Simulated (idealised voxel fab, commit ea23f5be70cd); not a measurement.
The process module that follows is named voxel self aligned vias.
Square cell edge 5 nm, section width 160 nm, ID cut.
This document writes a cross-section as a grid whose cells are square, and gives it as bands, listed from the top down; one or more rows of cells form a band.
Basically the band line says how high the top is and how high the bottom is, in nm, and then what's in it from left to right, every material with its width in nm. Empty space shows up as "empty", and if a single material carries "edge to edge" it runs the full band edge to edge.
The level at which height equals 0 is the one under which the wafer, as it arrives, is entirely one material. No lower edge exists for the bottom band, which continues downward and is notated as in "top 0, no bottom".
The two numbers in a width such as "30 to 40" mark its ends across the band: the first belongs to the top row of cells, the second to the bottom row, and from each row to the next the width moves by the same amount.
"nothing different" for a step: no cell of the cross-section changed in that step.
Listed in "Trapped void list": every empty space of 8 or more cells without an open way to the top. Form: width x height at distance, the distance being from the left edge, all in nm.
Note: text after step settings on the step line = simulator remark on that step.
The setting "overlay nm" may be written on the line of a step. When the step uses a mask, the value reports how far to the right of the planned place the mask lay, and a negative value reports that it lay to the left.

Set out below are the planned steps of the process:
- 1: RECEIVE with material Si
- 2: CONFORMAL_DEP with material SiO2, thk nm 15
- 3: CONFORMAL_DEP with material SiCN, thk nm 5
- 4: DIRECTIONAL_DEP with material SiO2, thk nm 25
- 5: MASKED_ETCH with tone open, mask id LINES, width nm 25, pitch nm 50, etch materials SiO2, depth nm 25, overlay nm 0
- 6: CONFORMAL_DEP with material TiN, thk nm 5
- 7: FILL_DEP with material Ru, thk nm 10
- 8: CMP with height nm 45
- 9: SELECTIVE_ETCH with etch materials W Ru TiN, depth nm 10
- 10: FILL_DEP with material SiN, thk nm 5
- 11: CMP with height nm 45
- 12: DIRECTIONAL_DEP with material SiO2, thk nm 20
- 13: PATTERN with tone open, mask id VIAS, material resist, width nm 35, pitch nm 50, thk nm 20, overlay nm 0
- 14: DIRECTIONAL_ETCH with etch materials SiO2, depth nm 20
- 15: DIRECTIONAL_ETCH with etch materials SiN, depth nm 10
- 16: STRIP with etch materials resist
- 17: CONFORMAL_DEP with material TiN, thk nm 5
- 18: FILL_DEP with material W, thk nm 10
- 19: CMP with height nm 65
- 20: CONFORMAL_DEP with material SiCN, thk nm 5

First of two wafers - as planned:

Step 1 complete: cross-section of the wafer as received:
	top 0, no bottom = Si edge to edge
	Trapped void list: none

Upon completion of step 2, the wafer appears in cross-section as shown:
	top 15, bottom 0 = SiO2 edge to edge
	Nothing below the height 0 has changed.

Upon completion of step 3, the wafer appears in cross-section as shown:
	top 20, bottom 15 = SiCN edge to edge
	Nothing below the height 15 has changed.

Upon completion of step 4, the wafer appears in cross-section as shown:
	top 45, bottom 20 = SiO2 edge to edge
	Nothing below the height 20 has changed.

Upon completion of step 5, the wafer appears in cross-section as shown:
	top 45, bottom 20 = SiO2 (40)  empty (25)  SiO2 (25)  empty (25)  SiO2 (45)
	Nothing below the height 20 has changed.

Upon completion of step 6, the wafer appears in cross-section as shown:
	top 50, bottom 45 = TiN (45)  empty (15)  TiN (35)  empty (15)  TiN (50)
	top 45, bottom 25 = SiO2 (40)  TiN (5)  empty (15)  TiN (5)  SiO2 (25)  TiN (5)  empty (15)  TiN (5)  SiO2 (45)
	top 25, bottom 20 = SiO2 (40)  TiN (25)  SiO2 (25)  TiN (25)  SiO2 (45)
	Nothing below the height 20 has changed.

Upon completion of step 7, the wafer appears in cross-section as shown:
	top 60, bottom 50 = Ru edge to edge
	top 50, bottom 45 = TiN (45)  Ru (15)  TiN (35)  Ru (15)  TiN (50)
	top 45, bottom 25 = SiO2 (40)  TiN (5)  Ru (15)  TiN (5)  SiO2 (25)  TiN (5)  Ru (15)  TiN (5)  SiO2 (45)
	Nothing below the height 25 has changed.

Upon completion of step 8, the wafer appears in cross-section as shown:
	top 45, bottom 25 = SiO2 (40)  TiN (5)  Ru (15)  TiN (5)  SiO2 (25)  TiN (5)  Ru (15)  TiN (5)  SiO2 (45)
	Nothing below the height 25 has changed.

Upon completion of step 9, the wafer appears in cross-section as shown:
	top 45, bottom 35 = SiO2 (40)  empty (25)  SiO2 (25)  empty (25)  SiO2 (45)
	Nothing below the height 35 has changed.

Upon completion of step 10, the wafer appears in cross-section as shown:
	top 50, bottom 45 = SiN edge to edge
	top 45, bottom 35 = SiO2 (40)  SiN (25)  SiO2 (25)  SiN (25)  SiO2 (45)
	Nothing below the height 35 has changed.

Upon completion of step 11, the wafer appears in cross-section as shown:
	top 45, bottom 35 = SiO2 (40)  SiN (25)  SiO2 (25)  SiN (25)  SiO2 (45)
	Nothing below the height 35 has changed.

Upon completion of step 12, the wafer appears in cross-section as shown:
	top 65, bottom 45 = SiO2 edge to edge
	Nothing below the height 45 has changed.

Upon completion of step 13, the wafer appears in cross-section as shown:
	top 85, bottom 65 = resist (35)  empty (35)  resist (15)  empty (35)  resist (40)
	Nothing below the height 65 has changed.

Upon completion of step 14, the wafer appears in cross-section as shown:
	top 85, bottom 65 = resist (35)  empty (35)  resist (15)  empty (35)  resist (40)
	top 65, bottom 45 = SiO2 (35)  empty (35)  SiO2 (15)  empty (35)  SiO2 (40)
	Nothing below the height 45 has changed.

Upon completion of step 15, the wafer appears in cross-section as shown:
	top 85, bottom 65 = resist (35)  empty (35)  resist (15)  empty (35)  resist (40)
	top 65, bottom 45 = SiO2 (35)  empty (35)  SiO2 (15)  empty (35)  SiO2 (40)
	top 45, bottom 35 = SiO2 (40)  empty (25)  SiO2 (25)  empty (25)  SiO2 (45)
	Nothing below the height 35 has changed.

Upon completion of step 16, the wafer appears in cross-section as shown:
	top 65, bottom 45 = SiO2 (35)  empty (35)  SiO2 (15)  empty (35)  SiO2 (40)
	Nothing below the height 45 has changed.

Upon completion of step 17, the wafer appears in cross-section as shown:
	top 70, bottom 65 = TiN (40)  empty (25)  TiN (25)  empty (25)  TiN (45)
	top 65, bottom 50 = SiO2 (35)  TiN (5)  empty (25)  TiN (5)  SiO2 (15)  TiN (5)  empty (25)  TiN (5)  SiO2 (40)
	top 50, bottom 40 = SiO2 (35 to 40)  TiN (10 to 5)  empty (15)  TiN (10 to 5)  SiO2 (15 to 25)  TiN (10 to 5)  empty (15)  TiN (10 to 5)  SiO2 (40 to 45)
	top 40, bottom 35 = SiO2 (40)  TiN (25)  SiO2 (25)  TiN (25)  SiO2 (45)
	Nothing below the height 35 has changed.

Upon completion of step 18, the wafer appears in cross-section as shown:
	top 80, bottom 70 = W edge to edge
	top 70, bottom 65 = TiN (40)  W (25)  TiN (25)  W (25)  TiN (45)
	top 65, bottom 50 = SiO2 (35)  TiN (5)  W (25)  TiN (5)  SiO2 (15)  TiN (5)  W (25)  TiN (5)  SiO2 (40)
	top 50, bottom 40 = SiO2 (35 to 40)  TiN (10 to 5)  W (15)  TiN (10 to 5)  SiO2 (15 to 25)  TiN (10 to 5)  W (15)  TiN (10 to 5)  SiO2 (40 to 45)
	Nothing below the height 40 has changed.

Upon completion of step 19, the wafer appears in cross-section as shown:
	top 65, bottom 50 = SiO2 (35)  TiN (5)  W (25)  TiN (5)  SiO2 (15)  TiN (5)  W (25)  TiN (5)  SiO2 (40)
	Nothing below the height 50 has changed.

Upon completion of step 20, the wafer appears in cross-section as shown:
	top 70, bottom 65 = SiCN edge to edge
	Nothing below the height 65 has changed.

The second wafer was prepared from the same starting point and under the same plan as the first; its processing contained one mistake, and it remains indistinguishable from the first wafer up to and including step 12:

Cross-sectional representation of the second wafer at the time designated in the plan for the completion of step 13:
	top 85, bottom 65 = empty (35)  resist (35)  empty (15)  resist (35)  empty (40)
	Nothing below the height 65 has changed.

Cross-sectional representation of the second wafer at the time designated in the plan for the completion of step 14:
	top 85, bottom 65 = empty (35)  resist (35)  empty (15)  resist (35)  empty (40)
	top 65, bottom 45 = empty (35)  SiO2 (35)  empty (15)  SiO2 (35)  empty (40)
	Nothing below the height 45 has changed.

Cross-sectional representation of the second wafer at the time designated in the plan for the completion of step 15: nothing different

Cross-sectional representation of the second wafer at the time designated in the plan for the completion of step 16:
	top 65, bottom 45 = empty (35)  SiO2 (35)  empty (15)  SiO2 (35)  empty (40)
	Nothing below the height 45 has changed.

Cross-sectional representation of the second wafer at the time designated in the plan for the completion of step 17:
	top 70, bottom 65 = empty (30)  TiN (45)  empty (5)  TiN (45)  empty (35)
	top 65, bottom 50 = empty (30)  TiN (5)  SiO2 (35)  TiN (5)  empty (5)  TiN (5)  SiO2 (35)  TiN (5)  empty (35)
	top 50, bottom 45 = TiN (35)  SiO2 (35)  TiN (15)  SiO2 (35)  TiN (40)
	Nothing below the height 45 has changed.

Cross-sectional representation of the second wafer at the time designated in the plan for the completion of step 18:
	top 80, bottom 70 = W edge to edge
	top 70, bottom 65 = W (30)  TiN (45)  W (5)  TiN (45)  W (35)
	top 65, bottom 50 = W (30)  TiN (5)  SiO2 (35)  TiN (5)  W (5)  TiN (5)  SiO2 (35)  TiN (5)  W (35)
	Nothing below the height 50 has changed.

Cross-sectional representation of the second wafer at the time designated in the plan for the completion of step 19:
	top 65, bottom 50 = W (30)  TiN (5)  SiO2 (35)  TiN (5)  W (5)  TiN (5)  SiO2 (35)  TiN (5)  W (35)
	Nothing below the height 50 has changed.

Cross-sectional representation of the second wafer at the time designated in the plan for the completion of step 20:
	top 70, bottom 65 = SiCN edge to edge
	Nothing below the height 65 has changed.
Finding, execution versus plan: step 13 ran differently from the plan; actual operation with settings: PATTERN with tone cover, mask id VIAS, material resist, width nm 35, pitch nm 50, thk nm 20, overlay nm 0
It is noted that, at the conclusion of processing, the second wafer exhibits a higher or lower cell count for certain materials relative to the first: +20 SiN | -16 SiO2 | -4 TiN
